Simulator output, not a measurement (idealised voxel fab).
process module | voxel ribs on slabs
cross-section cut | 210 nm wide | cells 5 nm
A cross-section is a grid of square cells, given in bands from the top down. A band is one or more rows of cells.
Each band's line starts with the height of the band's top and of its bottom, in nm. Then come its materials from left to right, each with its width in nm. One material with "throughout" fills the band from edge to edge. "air" is empty space.
Height 0 is the level under which the wafer as received is all one material. The lowest band goes on downwards, as in "0 down".
A width such as "30 to 40" changes by the same amount from each row of cells to the next, from the band's top row to its bottom row.
"no change" after a step means that no cell of the cross-section changed.
closed voids: empty space of 8 cells or more with no open way to the top, each as width x height at its distance from the left edge, in nm
after a step's settings: what the simulator itself notes on the step
overlay nm, on a step with a mask: how far to the right of its planned place the mask lay; to the left if negative
plan
1 op RECEIVE | material Si
2 op DIRECTIONAL_DEP | material SiO2 | thk nm 25
3 op DIRECTIONAL_DEP | material SiN | thk nm 25
4 op DIRECTIONAL_DEP | material aC | thk nm 10
5 op PATTERN | tone cover | mask id RIB | material resist | width nm 15 | thk nm 25 | overlay nm 0
6 op DIRECTIONAL_ETCH | etch materials aC | depth nm 10
7 op STRIP | etch materials resist
8 op DIRECTIONAL_ETCH | etch materials SiN | depth nm 20
9 op STRIP | etch materials aC
10 op PATTERN | tone cover | mask id SLAB | material resist | width nm 45 | thk nm 15 | overlay nm 0
11 op DIRECTIONAL_ETCH | etch materials SiN | depth nm 5
12 op STRIP | etch materials resist
13 op FILL_DEP | material SiO2 | thk nm 20
14 op CMP | height nm 60
15 op DIRECTIONAL_DEP | material W | thk nm 10
16 op MASKED_ETCH | tone cover | mask id HEATER | width nm 25 | etch materials W | depth nm 10 | overlay nm 0
17 op CONFORMAL_DEP | material SiO2 | thk nm 5
first wafer, as planned
as received, after step 1
  0 down: Si throughout
  closed voids: none
after step 2
  25 to 0: SiO2 throughout
  below 0: unchanged
after step 3
  50 to 25: SiN throughout
  below 25: unchanged
after step 4
  60 to 50: aC throughout
  below 50: unchanged
after step 5
  85 to 60: air 95 | resist 15 | air 100
  below 60: unchanged
after step 6
  75 to 60: air 95 | resist 15 | air 100
  60 to 50: air 95 | aC 15 | air 100
  below 50: unchanged
after step 7
  60 to 50: air 95 | aC 15 | air 100
  below 50: unchanged
after step 8
  60 to 50: air 95 | aC 15 | air 100
  50 to 30: air 95 | SiN 15 | air 100
  below 30: unchanged
after step 9
  50 to 30: air 95 | SiN 15 | air 100
  below 30: unchanged
after step 10
  65 to 50: air 80 | resist 45 | air 85
  50 to 30: air 80 | resist 15 | SiN 15 | resist 15 | air 85
  below 30: unchanged
after step 11
  65 to 50: air 80 | resist 45 | air 85
  50 to 30: air 80 | resist 15 | SiN 15 | resist 15 | air 85
  30 to 25: air 80 | SiN 45 | air 85
  below 25: unchanged
after step 12
  50 to 30: air 95 | SiN 15 | air 100
  below 30: unchanged
after step 13
  70 to 50: SiO2 throughout
  50 to 30: SiO2 95 | SiN 15 | SiO2 100
  30 to 25: SiO2 80 | SiN 45 | SiO2 85
  below 25: unchanged
after step 14
  60 to 50: SiO2 throughout
  below 50: unchanged
after step 15
  70 to 60: W throughout
  below 60: unchanged
after step 16
  70 to 60: air 90 | W 25 | air 95
  below 60: unchanged
after step 17
  75 to 70: air 85 | SiO2 35 | air 90
  70 to 65: air 85 | SiO2 5 | W 25 | SiO2 5 | air 90
  65 to 60: SiO2 90 | W 25 | SiO2 95
  below 60: unchanged
second wafer: like start, like plan, one mistake. Through step 15 it matches the first wafer
when step 16 should have ended
  70 to 60: W 90 | air 25 | W 95
  below 60: unchanged
when step 17 should have ended
  75 to 70: SiO2 95 | air 15 | SiO2 100
  70 to 65: W 90 | SiO2 5 | air 15 | SiO2 5 | W 95
  65 to 60: W 90 | SiO2 25 | W 95
  below 60: unchanged
what went wrong: step 16 ran as: op MASKED_ETCH | tone open | mask id HEATER | width nm 25 | etch materials W | depth nm 10 | overlay nm 0
at the end the second wafer has, in cells: 64 more of W
